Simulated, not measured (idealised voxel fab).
A process module follows: voxel capacitor over wiring.
The cross-section on display is named cut; it measures 270 nm wide, and its cells are 5 nm squares.
The cross-sections in this document take the form of a grid made of square cells. They are written out as bands, in order from top to bottom. Each band consists of one or more rows of cells.
Each band's line starts with the height of the band's top and of its bottom, in nm. Then come its materials from left to right, each with its width in nm. One material with "all across" fills the band from edge to edge. "blank" is empty space.
The reference from which all heights are counted is 0, the level beneath which the as-received wafer is entirely one material; the lowest band, having no lower bound, proceeds downward and is written after the example "from 0 down".
A width given as "30..40" starts at the first number in the band's top row and ends at the second number in its bottom row, shifting by an equal amount at every step from row to row.
Step note "nothing got changed" = no cross-section cell changed.
Enclosed voids (no open way to top), threshold 8 cells or more, entry "Voids, fully enclosed", notation width x height at distance, distance from left edge, nm.
Text after the settings on a step's line: the simulator's own remark on that step.
"overlay nm" answers the question of how far to the right of plan the mask lay on a step that has a mask, and when it is negative the answer is to the left.

### List of planned process steps
1) RECEIVE [material Si]
2) CONFORMAL_DEP [material SiO2] [thk nm 15]
3) DIRECTIONAL_DEP [material TiN] [thk nm 5]
4) DIRECTIONAL_DEP [material Ru] [thk nm 25]
5) DIRECTIONAL_DEP [material aC] [thk nm 15]
6) PATTERN [tone cover] [mask id METAL_1] [material resist] [width nm 20] [pitch nm 85] [thk nm 35] [overlay nm 0]
7) DIRECTIONAL_ETCH [etch materials aC] [depth nm 15]
8) STRIP [etch materials resist]
9) DIRECTIONAL_ETCH [etch materials Ru] [depth nm 25]
10) DIRECTIONAL_ETCH [etch materials TiN] [depth nm 5]
11) STRIP [etch materials aC]
12) CONFORMAL_DEP [material SiCN] [thk nm 5]
13) FILL_DEP [material lowk] [thk nm 5]
14) CMP [height nm 45]
15) CONFORMAL_DEP [material SiCN] [thk nm 5]
16) DIRECTIONAL_DEP [material SiO2] [thk nm 15]
17) DIRECTIONAL_DEP [material aC] [thk nm 10]
18) PATTERN [tone open] [mask id PLUG_1] [material resist] [width nm 15] [thk nm 25] [overlay nm 0]
19) DIRECTIONAL_ETCH [etch materials aC] [depth nm 10]
20) STRIP [etch materials resist]
21) DIRECTIONAL_ETCH [etch materials SiO2] [depth nm 15]
22) DIRECTIONAL_ETCH [etch materials SiCN] [depth nm 5]
23) STRIP [etch materials aC]
24) CONFORMAL_DEP [material TiN] [thk nm 5]
25) FILL_DEP [material Ru] [thk nm 10]
26) CMP [height nm 65]
27) DIRECTIONAL_DEP [material TiN] [thk nm 5]
28) DIRECTIONAL_DEP [material SiN] [thk nm 5]
29) DIRECTIONAL_DEP [material TiN] [thk nm 5]
30) MASKED_ETCH [tone cover] [mask id UPPER_PLATE] [width nm 60] [etch materials TiN] [depth nm 5] [overlay nm 0]
31) MASKED_ETCH [tone cover] [mask id UPPER_PLATE] [width nm 70] [etch materials SiN] [depth nm 5] [overlay nm 0]
32) PATTERN [tone cover] [mask id LOWER_PLATE] [material resist] [width nm 80] [thk nm 15] [overlay nm 0]
33) DIRECTIONAL_ETCH [etch materials TiN] [depth nm 5]
34) STRIP [etch materials resist]
35) FILL_DEP [material SiO2] [thk nm 20]
36) CMP [height nm 95]
37) MASKED_ETCH [tone open] [mask id PLUG_2] [width nm 15] [etch materials SiO2] [depth nm 15] [overlay nm 0]
38) CONFORMAL_DEP [material TiN] [thk nm 5]
39) FILL_DEP [material Ru] [thk nm 5]
40) CMP [height nm 95]
41) CONFORMAL_DEP [material SiN] [thk nm 5]
Wafer-to-wafer difference: width nm, step 30. Common start. Plan = first wafer's value.

### After step 1, as received: first of several wafers, cross-section
	from 0 down: Si all across
	Voids, fully enclosed: none

### Wafer cross-section (first of several) - module end, post step 41 (last step)
	from 100 to 95: SiN all across
	from 95 to 85: SiO2 95 nm | TiN 5 nm | Ru 5 nm | TiN 5 nm | SiO2 160 nm
	from 85 to 75: SiO2 95..90 nm | TiN 15..60 nm | SiO2 160..120 nm
	from 75 to 70: SiO2 85 nm | SiN 70 nm | SiO2 115 nm
	from 70 to 65: SiO2 80 nm | TiN 80 nm | SiO2 110 nm
	from 65 to 50: SiO2 85 nm | TiN 5 nm | Ru 5 nm | TiN 5 nm | SiO2 170 nm
	from 50 to 45: SiCN 85 nm | TiN 15 nm | SiCN 170 nm
	from 45 to 20: lowk 75 nm | SiCN 5 nm | Ru 20 nm | SiCN 5 nm | lowk 55 nm | SiCN 5 nm | Ru 20 nm | SiCN 5 nm | lowk 80 nm
	from 20 to 15: SiCN 80 nm | TiN 20 nm | SiCN 65 nm | TiN 20 nm | SiCN 85 nm
	from 15 to 0: SiO2 all across
	from 0 down: Si all across
	Voids, fully enclosed: none

### Last wafer, end of module, cross-section
	from 100 to 95: SiN all across
	from 95 to 85: SiO2 95 nm | TiN 5 nm | Ru 5 nm | TiN 5 nm | SiO2 160 nm
	from 85 to 75: SiO2 95..80 nm | TiN 15..80 nm | SiO2 160..110 nm
	from 75 to 70: SiO2 80 nm | SiN 85 nm | SiO2 105 nm
	from 70 to 65: SiO2 80 nm | TiN 85 nm | SiO2 105 nm
	from 65 to 50: SiO2 85 nm | TiN 5 nm | Ru 5 nm | TiN 5 nm | SiO2 170 nm
	from 50 to 45: SiCN 85 nm | TiN 15 nm | SiCN 170 nm
	from 45 to 20: lowk 75 nm | SiCN 5 nm | Ru 20 nm | SiCN 5 nm | lowk 55 nm | SiCN 5 nm | Ru 20 nm | SiCN 5 nm | lowk 80 nm
	from 20 to 15: SiCN 80 nm | TiN 20 nm | SiCN 65 nm | TiN 20 nm | SiCN 85 nm
	from 15 to 0: SiO2 all across
	from 0 down: Si all across
	Voids, fully enclosed: none

### Below: a row per wafer. Contents at end of module: for every material, cells gained since receipt (+) or lost since receipt (-); then closed voids
width nm 60, +45 Ru, +117 SiCN, +68 SiN, +588 SiO2, +52 TiN, +210 lowk, Voids, fully enclosed: none
width nm 65, +45 Ru, +117 SiCN, +68 SiN, +587 SiO2, +53 TiN, +210 lowk, Voids, fully enclosed: none
width nm 70, +45 Ru, +117 SiCN, +68 SiN, +586 SiO2, +54 TiN, +210 lowk, Voids, fully enclosed: none
width nm 75, +45 Ru, +117 SiCN, +69 SiN, +584 SiO2, +55 TiN, +210 lowk, Voids, fully enclosed: none
width nm 80, +45 Ru, +117 SiCN, +70 SiN, +582 SiO2, +56 TiN, +210 lowk, Voids, fully enclosed: none
width nm 85, +45 Ru, +117 SiCN, +71 SiN, +580 SiO2, +57 TiN, +210 lowk, Voids, fully enclosed: none
